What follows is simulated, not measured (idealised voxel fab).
process module | voxel trench capacitor
cross-section cut | 295 nm wide | cells 5 nm
A cross-section is a grid of square cells, given in bands from the top down. A band is one or more rows of cells.
Each band's line starts with the height of the band's top and of its bottom, in nm. Then come its materials from left to right, each with its width in nm. One material with "throughout" fills the band from edge to edge. "air" is empty space.
Height 0 is the level under which the wafer as received is all one material. The lowest band goes on downwards, as in "0 down".
A width such as "30 to 40" changes by the same amount from each row of cells to the next, from the band's top row to its bottom row.
"no change" after a step means that no cell of the cross-section changed.
closed voids: empty space of 8 cells or more with no open way to the top, each as width x height at its distance from the left edge, in nm
after a step's settings: what the simulator itself notes on the step
overlay nm, on a step with a mask: how far to the right of its planned place the mask lay; to the left if negative
plan
1 op RECEIVE | material Si
2 op CONFORMAL_DEP | material SiN | thk nm 10
3 op DIRECTIONAL_DEP | material aC | thk nm 5
4 op PATTERN | tone open | mask id TRENCH | material resist | width nm 25 | pitch nm 45 | thk nm 30 | overlay nm 0
5 op DIRECTIONAL_ETCH | etch materials aC | depth nm 10
6 op STRIP | etch materials resist
7 op DIRECTIONAL_ETCH | etch materials SiN | depth nm 10
8 op DIRECTIONAL_ETCH | etch materials Si | depth nm 30
9 op STRIP | etch materials aC
10 op CONFORMAL_DEP | material Al2O3 | thk nm 5
11 op FILL_DEP | material polySi | thk nm 5
12 op CMP | height nm 10
varied across the wafers: thk nm of step 3. The plan shows the first wafer's value. All wafers start alike
first wafer as received, after step 1
  0 down: Si throughout
  closed voids: none
each wafer at the end: cells of each material gained (+) or lost (-) since it was received, then its closed voids
thk nm 5 | +76 Al2O3 | -120 Si | +78 SiN | +84 polySi | closed voids: none
thk nm 10 | +76 Al2O3 | -120 Si | +78 SiN | +84 polySi | closed voids: none
thk nm 15 | +118 SiN | closed voids: none
thk nm 20 | +118 SiN | closed voids: none
thk nm 25 | +118 SiN | closed voids: none
